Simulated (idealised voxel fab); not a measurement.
Title: Process Module voxel ribs on slabs
Shown is cross-section cut, with a width of 260 nm and square cells of size 5 nm.
Format of a cross-section: grid, square cells. Given as bands. Order: top down. Band: one or more rows of cells.
For a band, the entry starts with two heights in nm, that of the top and then that of the bottom, and carries on with the band's materials in order from left to right, each alongside its width in nm; the word "throughout" beside a single material means it fills the band edge to edge, and "air" means empty space.
Height datum 0, below which the as-received substrate wafer is one material. Lowest band open at the bottom, running downward: "z 0 and below".
Width spec "30 to 40" -> top row of cells at first value, bottom row at second value, equal per-row change in between.
"remains unaltered" (step): cross-section cells unchanged, all of them.
Each empty space that has no open way to the top and spans at least 8 cells appears under "Closed void table" as width x height at distance, the distance counted from the left edge, all in nm.
The remark found on a step's line after its settings is issued by the simulator itself and pertains to that step.
If you see "overlay nm" on a step's line and that step has a mask, it's telling you how far right of where it was planned the mask ended up; a negative number means it went left instead.
THE PROCESS STEPS THAT WERE PLANNED ARE LISTED BELOW
1: RECEIVE [material Si]
2: DIRECTIONAL_DEP [material SiO2] [thk nm 25]
3: DIRECTIONAL_DEP [material SiN] [thk nm 20]
4: DIRECTIONAL_DEP [material aC] [thk nm 15]
5: PATTERN [tone cover] [mask id RIB] [material resist] [width nm 25] [thk nm 30] [overlay nm 0]
6: DIRECTIONAL_ETCH [etch materials aC] [depth nm 15]
7: STRIP [etch materials resist]
8: DIRECTIONAL_ETCH [etch materials SiN] [depth nm 15]
9: STRIP [etch materials aC]
10: DIRECTIONAL_DEP [material aC] [thk nm 10]
11: PATTERN [tone cover] [mask id SLAB] [material resist] [width nm 75] [thk nm 30] [overlay nm 0]
12: DIRECTIONAL_ETCH [etch materials aC] [depth nm 10]
13: STRIP [etch materials resist]
14: DIRECTIONAL_ETCH [etch materials SiN] [depth nm 5]
15: STRIP [etch materials aC]
16: FILL_DEP [material SiO2] [thk nm 25]
17: CMP [height nm 65]
18: DIRECTIONAL_DEP [material TiN] [thk nm 10]
19: MASKED_ETCH [tone cover] [mask id HEATER] [width nm 35] [etch materials TiN] [depth nm 10] [overlay nm 0]
20: CONFORMAL_DEP [material SiO2] [thk nm 5]
FIRST WAFER OUT OF TWO, PROCESSED AS PLANNED
CROSS-SECTION, INCOMING MATERIAL, AFTER STEP 1
	z 0 and below  Si throughout
	Closed void table: none
CROSS-SECTION OF THE WAFER SUBSEQUENT TO STEP 2
	z 25 to 0  SiO2 throughout
	Rest of section, below 0: as before.
CROSS-SECTION OF THE WAFER SUBSEQUENT TO STEP 3
	z 45 to 25  SiN throughout
	Rest of section, below 25: as before.
CROSS-SECTION OF THE WAFER SUBSEQUENT TO STEP 4
	z 60 to 45  aC throughout
	Rest of section, below 45: as before.
CROSS-SECTION OF THE WAFER SUBSEQUENT TO STEP 5
	z 90 to 60  air 115 / resist 25 / air 120
	Rest of section, below 60: as before.
CROSS-SECTION OF THE WAFER SUBSEQUENT TO STEP 6
	z 75 to 60  air 115 / resist 25 / air 120
	z 60 to 45  air 115 / aC 25 / air 120
	Rest of section, below 45: as before.
CROSS-SECTION OF THE WAFER SUBSEQUENT TO STEP 7
	z 60 to 45  air 115 / aC 25 / air 120
	Rest of section, below 45: as before.
CROSS-SECTION OF THE WAFER SUBSEQUENT TO STEP 8
	z 60 to 45  air 115 / aC 25 / air 120
	z 45 to 30  air 115 / SiN 25 / air 120
	Rest of section, below 30: as before.
CROSS-SECTION OF THE WAFER SUBSEQUENT TO STEP 9
	z 45 to 30  air 115 / SiN 25 / air 120
	Rest of section, below 30: as before.
CROSS-SECTION OF THE WAFER SUBSEQUENT TO STEP 10
	z 55 to 45  air 115 / aC 25 / air 120
	z 45 to 40  air 115 / SiN 25 / air 120
	z 40 to 30  aC 115 / SiN 25 / aC 120
	Rest of section, below 30: as before.
CROSS-SECTION OF THE WAFER SUBSEQUENT TO STEP 11
	z 85 to 55  air 90 / resist 75 / air 95
	z 55 to 45  air 90 / resist 25 / aC 25 / resist 25 / air 95
	z 45 to 40  air 90 / resist 25 / SiN 25 / resist 25 / air 95
	Rest of section, below 40: as before.
CROSS-SECTION OF THE WAFER SUBSEQUENT TO STEP 12
	z 75 to 55  air 90 / resist 75 / air 95
	z 55 to 45  air 90 / resist 25 / aC 25 / resist 25 / air 95
	z 45 to 40  air 90 / resist 25 / SiN 25 / resist 25 / air 95
	z 40 to 30  air 90 / aC 25 / SiN 25 / aC 25 / air 95
	Rest of section, below 30: as before.
CROSS-SECTION OF THE WAFER SUBSEQUENT TO STEP 13
	z 55 to 45  air 115 / aC 25 / air 120
	z 45 to 40  air 115 / SiN 25 / air 120
	Rest of section, below 40: as before.
CROSS-SECTION OF THE WAFER SUBSEQUENT TO STEP 14
	z 55 to 45  air 115 / aC 25 / air 120
	z 45 to 40  air 115 / SiN 25 / air 120
	z 40 to 30  air 90 / aC 25 / SiN 25 / aC 25 / air 95
	z 30 to 25  air 90 / SiN 75 / air 95
	Rest of section, below 25: as before.
CROSS-SECTION OF THE WAFER SUBSEQUENT TO STEP 15
	z 45 to 30  air 115 / SiN 25 / air 120
	Rest of section, below 30: as before.
CROSS-SECTION OF THE WAFER SUBSEQUENT TO STEP 16
	z 70 to 45  SiO2 throughout
	z 45 to 30  SiO2 115 / SiN 25 / SiO2 120
	z 30 to 25  SiO2 90 / SiN 75 / SiO2 95
	Rest of section, below 25: as before.
CROSS-SECTION OF THE WAFER SUBSEQUENT TO STEP 17
	z 65 to 45  SiO2 throughout
	Rest of section, below 45: as before.
CROSS-SECTION OF THE WAFER SUBSEQUENT TO STEP 18
	z 75 to 65  TiN throughout
	Rest of section, below 65: as before.
CROSS-SECTION OF THE WAFER SUBSEQUENT TO STEP 19
	z 75 to 65  air 110 / TiN 35 / air 115
	Rest of section, below 65: as before.
CROSS-SECTION OF THE WAFER SUBSEQUENT TO STEP 20
	z 80 to 75  air 105 / SiO2 45 / air 110
	z 75 to 70  air 105 / SiO2 5 / TiN 35 / SiO2 5 / air 110
	z 70 to 65  SiO2 110 / TiN 35 / SiO2 115
	Rest of section, below 65: as before.
FOR THE SECOND WAFER, TAKE THE FIRST WAFER'S START AND PLAN, THEN ADD ONE MISTAKE MADE IN RUNNING IT; EVERYTHING THROUGH STEP 19, THAT STEP INCLUDED, IS SHARED WITH THE FIRST
Second wafer, cross-section, planned end of step 20: remains unaltered
Finding, execution versus plan: plan step 20 was not performed, having been skipped
Final tally in cells, some materials are higher or lower on the second wafer than on the first: SiO2: 56 fewer
